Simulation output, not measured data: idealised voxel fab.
Herein follows the process module entitled voxel capacitor over wiring.
Xsec cut, 260 nm wide, square cell size 5 nm.
How to read a cross-section here: the picture is a grid of square cells, written as bands going from the top down, and any band can span one or more rows of cells.
Each band's line starts with the height of the band's top and of its bottom, in nm. Then come its materials from left to right, each with its width in nm. One material with "full width" fills the band from edge to edge. "air" is empty space.
Convention: height 0 is the level below which the wafer, as received, is all one material. The lowest band does not terminate at the bottom but continues downward, represented as "from 0 down".
Width: "30 to 40" (first number = top row, second number = bottom row, same change from row to row of cells).
"remains unaltered" for a step: no cell of the cross-section changed in that step.
"Non-vented voids" - sealed voids, min. 8 cells, no opening to top; format: width x height at distance (distance from left edge; nm throughout).
Past the settings on a step's line: simulator remark, on that step.
overlay nm: where the mask lay relative to plan, measured to the right, on steps with a mask; negatives go left.

So here's the lineup of process steps we planned
1 RECEIVE with material Si
2 CONFORMAL_DEP with material SiO2, thk nm 10
3 CONFORMAL_DEP with material SiN, thk nm 5
4 DIRECTIONAL_DEP with material lowk, thk nm 15
5 PATTERN with tone open, mask id METAL_1, material resist, width nm 30, pitch nm 90, thk nm 15, overlay nm 0
6 DIRECTIONAL_ETCH with etch materials lowk, depth nm 15
7 DIRECTIONAL_ETCH with etch materials SiN, depth nm 5
8 STRIP with etch materials resist
9 CONFORMAL_DEP with material TiN, thk nm 5
10 FILL_DEP with material Cu, thk nm 10
11 CMP with height nm 30
12 CONFORMAL_DEP with material SiCN, thk nm 5
13 DIRECTIONAL_DEP with material SiO2, thk nm 10
14 MASKED_ETCH with tone open, mask id PLUG_1, width nm 15, etch materials SiO2, depth nm 10, overlay nm 0
15 MASKED_ETCH with tone open, mask id PLUG_1, width nm 15, etch materials SiCN, depth nm 5, overlay nm 0
16 EPI with material Ru, thk nm 10
17 EPI with material Ru, thk nm 5
18 DIRECTIONAL_DEP with material TiN, thk nm 10
19 DIRECTIONAL_DEP with material HfO2, thk nm 5
20 DIRECTIONAL_DEP with material TiN, thk nm 5
21 PATTERN with tone cover, mask id UPPER_PLATE, material resist, width nm 65, thk nm 15, overlay nm 0
22 DIRECTIONAL_ETCH with etch materials TiN, depth nm 5
23 DIRECTIONAL_ETCH with etch materials HfO2, depth nm 5
24 STRIP with etch materials resist
25 DIRECTIONAL_DEP with material aC, thk nm 15
26 PATTERN with tone cover, mask id LOWER_PLATE, material resist, width nm 75, thk nm 35, overlay nm 0
27 DIRECTIONAL_ETCH with etch materials aC, depth nm 15
28 STRIP with etch materials resist
29 DIRECTIONAL_ETCH with etch materials TiN, depth nm 10
30 STRIP with etch materials aC
31 FILL_DEP with material SiO2, thk nm 15
32 CMP with height nm 75
33 PATTERN with tone open, mask id PLUG_2, material resist, width nm 15, thk nm 15, overlay nm 0
34 DIRECTIONAL_ETCH with etch materials SiO2, depth nm 10
35 STRIP with etch materials resist
36 CONFORMAL_DEP with material TiN, thk nm 5
37 FILL_DEP with material Cu, thk nm 10
38 CMP with height nm 75
39 CONFORMAL_DEP with material SiN, thk nm 5

As-received state of the wafer in cross-section, equivalent to post-step 1
* from 0 down | Si full width
* Non-vented voids: none

Final cross-section, module run with one mistake (start and plan as above)
* from 80 to 75 | SiN full width
* from 75 to 70 | SiO2: 95 / TiN: 5 / Cu: 5 / TiN: 5 / SiO2: 150
* from 70 to 60 | SiO2: 95 to 85 / TiN: 15 to 65 / SiO2: 150 to 110
* from 60 to 55 | SiO2: 85 / HfO2: 65 / SiO2: 110
* from 55 to 45 | SiO2: 80 / TiN: 75 / SiO2: 105
* from 45 to 35 | SiO2: 85 / Ru: 15 / SiO2: 160
* from 35 to 30 | SiCN: 85 / Ru: 15 / SiCN: 160
* from 30 to 25 | TiN: 75 / Cu: 20 / TiN: 70 / Cu: 20 / TiN: 75
* from 25 to 15 | lowk: 70 / TiN: 5 / Cu: 20 / TiN: 5 / lowk: 60 / TiN: 5 / Cu: 20 / TiN: 5 / lowk: 70
* from 15 to 10 | lowk: 70 / TiN: 30 / lowk: 60 / TiN: 30 / lowk: 70
* from 10 to 0 | SiO2 full width
* from 0 down | Si full width
* Non-vented voids: none
Short version of what went wrong: yeah, step 3 of the plan got skipped, never ran
